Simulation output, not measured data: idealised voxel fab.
process module | voxel wiring stack
cross-section cut | 185 nm wide | cells 5 nm
A cross-section is a grid of square cells, given in bands from the top down. A band is one or more rows of cells.
Each band's line starts with the height of the band's top and of its bottom, in nm. Then come its materials from left to right, each with its width in nm. One material with "throughout" fills the band from edge to edge. "air" is empty space.
Height 0 is the level under which the wafer as received is all one material. The lowest band goes on downwards, as in "0 down".
A width such as "30 to 40" changes by the same amount from each row of cells to the next, from the band's top row to its bottom row.
"no change" after a step means that no cell of the cross-section changed.
closed voids: empty space of 8 cells or more with no open way to the top, each as width x height at its distance from the left edge, in nm
after a step's settings: what the simulator itself notes on the step
overlay nm, on a step with a mask: how far to the right of its planned place the mask lay; to the left if negative
plan
1 op RECEIVE | material Si
2 op CONFORMAL_DEP | material SiO2 | thk nm 10
3 op CONFORMAL_DEP | material SiN | thk nm 5
4 op DIRECTIONAL_DEP | material SiO2 | thk nm 25
5 op MASKED_ETCH | tone open | mask id METAL_1 | width nm 20 | pitch nm 45 | etch materials SiO2 | depth nm 25 | overlay nm 0
6 op MASKED_ETCH | tone open | mask id METAL_1 | width nm 20 | pitch nm 45 | etch materials SiN | depth nm 5 | overlay nm 0
7 op CONFORMAL_DEP | material TiN | thk nm 5
8 op FILL_DEP | material Cu | thk nm 5
9 op CMP | height nm 40
10 op EPI | material Ru | thk nm 5
11 op FILL_DEP | material SiCN | thk nm 5
12 op DIRECTIONAL_DEP | material lowk | thk nm 30
13 op DIRECTIONAL_DEP | material aC | thk nm 10
14 op PATTERN | tone open | mask id METAL_2_HOLES | material resist | width nm 15 | pitch nm 45 | thk nm 30 | overlay nm 0
15 op DIRECTIONAL_ETCH | etch materials aC | depth nm 10
16 op STRIP | etch materials resist
17 op DIRECTIONAL_ETCH | etch materials lowk | depth nm 30
18 op STRIP | etch materials aC
19 op MASKED_ETCH | tone open | mask id METAL_2 | width nm 20 | pitch nm 45 | etch materials lowk | depth nm 20 | overlay nm 0
20 op MASKED_ETCH | tone open | mask id METAL_2 | width nm 20 | pitch nm 45 | etch materials SiCN | depth nm 5 | overlay nm 0
21 op CONFORMAL_DEP | material TiN | thk nm 5
22 op FILL_DEP | material Cu | thk nm 10
23 op CMP | height nm 80
24 op CONFORMAL_DEP | material SiN | thk nm 5
as received, after step 1
  0 down: Si throughout
  closed voids: none
first wafer at the end, as planned
  85 to 80: SiN throughout
  80 to 65: lowk 15 | TiN 5 | Cu 10 | TiN 5 | lowk 25 | TiN 5 | Cu 10 | TiN 5 | lowk 25 | TiN 5 | Cu 10 | TiN 5 | lowk 25 | TiN 5 | Cu 10 | TiN 5 | lowk 15
  65 to 60: lowk 15 | TiN 5 | Cu 5 | TiN 10 | lowk 25 | TiN 5 | Cu 5 | TiN 10 | lowk 25 | TiN 5 | Cu 5 | TiN 10 | lowk 25 | TiN 5 | Cu 5 | TiN 10 | lowk 15
  60 to 50: lowk 15 | TiN 5 | Cu 5 | TiN 5 | lowk 30 | TiN 5 | Cu 5 | TiN 5 | lowk 30 | TiN 5 | Cu 5 | TiN 5 | lowk 30 | TiN 5 | Cu 5 | TiN 5 | lowk 20
  50 to 45: SiCN 15 | TiN 15 | SiCN 30 | TiN 15 | SiCN 30 | TiN 15 | SiCN 30 | TiN 15 | SiCN 20
  45 to 40: SiCN 10 | Ru 30 | SiCN 15 | Ru 30 | SiCN 15 | Ru 30 | SiCN 15 | Ru 30 | SiCN 10
  40 to 15: SiO2 15 | TiN 5 | Cu 10 | TiN 5 | SiO2 25 | TiN 5 | Cu 10 | TiN 5 | SiO2 25 | TiN 5 | Cu 10 | TiN 5 | SiO2 25 | TiN 5 | Cu 10 | TiN 5 | SiO2 15
  15 to 10: SiN 15 | TiN 20 | SiN 25 | TiN 20 | SiN 25 | TiN 20 | SiN 25 | TiN 20 | SiN 15
  10 to 0: SiO2 throughout
  0 down: Si throughout
  closed voids: none
second wafer at the end: like start, like plan, one mistake
  85 to 80: SiN throughout
  80 to 65: lowk 15 | TiN 5 | Cu 10 | TiN 5 | lowk 25 | TiN 5 | Cu 10 | TiN 5 | lowk 25 | TiN 5 | Cu 10 | TiN 5 | lowk 25 | TiN 5 | Cu 10 | TiN 5 | lowk 15
  65 to 60: lowk 15 | TiN 5 | Cu 5 | TiN 10 | lowk 25 | TiN 5 | Cu 5 | TiN 10 | lowk 25 | TiN 5 | Cu 5 | TiN 10 | lowk 25 | TiN 5 | Cu 5 | TiN 10 | lowk 15
  60 to 50: lowk 15 | TiN 5 | Cu 5 | TiN 5 | lowk 30 | TiN 5 | Cu 5 | TiN 5 | lowk 30 | TiN 5 | Cu 5 | TiN 5 | lowk 30 | TiN 5 | Cu 5 | TiN 5 | lowk 20
  50 to 45: SiCN 15 | TiN 15 | SiCN 30 | TiN 15 | SiCN 30 | TiN 15 | SiCN 30 | TiN 15 | SiCN 20
  45 to 40: SiCN 10 | Ru 30 | SiCN 15 | Ru 30 | SiCN 15 | Ru 30 | SiCN 15 | Ru 30 | SiCN 10
  40 to 20: SiO2 15 | TiN 5 | Cu 10 | TiN 5 | SiO2 25 | TiN 5 | Cu 10 | TiN 5 | SiO2 25 | TiN 5 | Cu 10 | TiN 5 | SiO2 25 | TiN 5 | Cu 10 | TiN 5 | SiO2 15
  20 to 15: SiO2 15 | TiN 20 | SiO2 25 | TiN 20 | SiO2 25 | TiN 20 | SiO2 25 | TiN 20 | SiO2 15
  15 to 5: SiO2 throughout
  5 to 0: SiN throughout
  0 down: Si throughout
  closed voids: none
what went wrong: steps 2 and 3 were swapped
at the end the second wafer has, in cells: 8 fewer of Cu | 16 more of SiN | 8 fewer of TiN
